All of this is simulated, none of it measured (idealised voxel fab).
Documented hereafter: the process module known as voxel ribs on slabs.
Cross-section cut: width 185 nm, square cells of 5 nm.
Cross-section format: a grid of square cells, given as bands from top to bottom; each band is one or more rows of cells.
Top height, bottom height, nm. Materials left to right, width each, nm. Single material + "edge to edge" = fills band edge to edge. "blank" = empty.
Heads up on the height convention: 0 is the point under which the incoming wafer is all one material, and the lowest band has no bottom, it just keeps going down, like "0 down".
Width: "30 to 40" (first number = top row, second number = bottom row, same change from row to row of cells).
A step reported as "all unchanged" is a step in which no cell of the cross-section changed.
"Closed internal voids" lists enclosed empty spaces (at least 8 cells, no open path upward to the top), each as width x height at distance from the left edge, in nm.
Heads up: the bit after the settings on a step's line is the simulator's remark on that step.
overlay nm: step with mask; distance mask lay right of planned place; negative value = left of planned place.
## Process steps foreseen in the plan
1 RECEIVE, material Si
2 DIRECTIONAL_DEP, material SiO2, thk nm 30
3 DIRECTIONAL_DEP, material SiN, thk nm 20
4 MASKED_ETCH, tone cover, mask id RIB, width nm 15, etch materials SiN, depth nm 15, overlay nm 0
5 MASKED_ETCH, tone cover, mask id SLAB, width nm 65, etch materials SiN, depth nm 5, overlay nm 0
6 FILL_DEP, material SiO2, thk nm 20
7 CMP, height nm 60
8 DIRECTIONAL_DEP, material TiN, thk nm 10
9 MASKED_ETCH, tone cover, mask id HEATER, width nm 25, etch materials TiN, depth nm 10, overlay nm 0
10 CONFORMAL_DEP, material SiN, thk nm 5
## Step 1 complete: cross-section of the wafer as received
- 0 down  Si edge to edge
- Closed internal voids: none
## Cross-sectional result after module completion. Note: starting condition and plan are unchanged from above; one processing mistake was made
- 75 to 70  blank 75  SiN 35  blank 75
- 70 to 65  blank 75  SiN 5  TiN 25  SiN 5  blank 75
- 65 to 60  SiN 80  TiN 25  SiN 80
- 60 to 50  SiO2 85 to 60  SiN 15 to 65  SiO2 85 to 60
- 50 to 30  SiN edge to edge
- 30 to 0  SiO2 edge to edge
- 0 down  Si edge to edge
- Closed internal voids: none
Here's what went sideways: the plan had its step 3 run twice
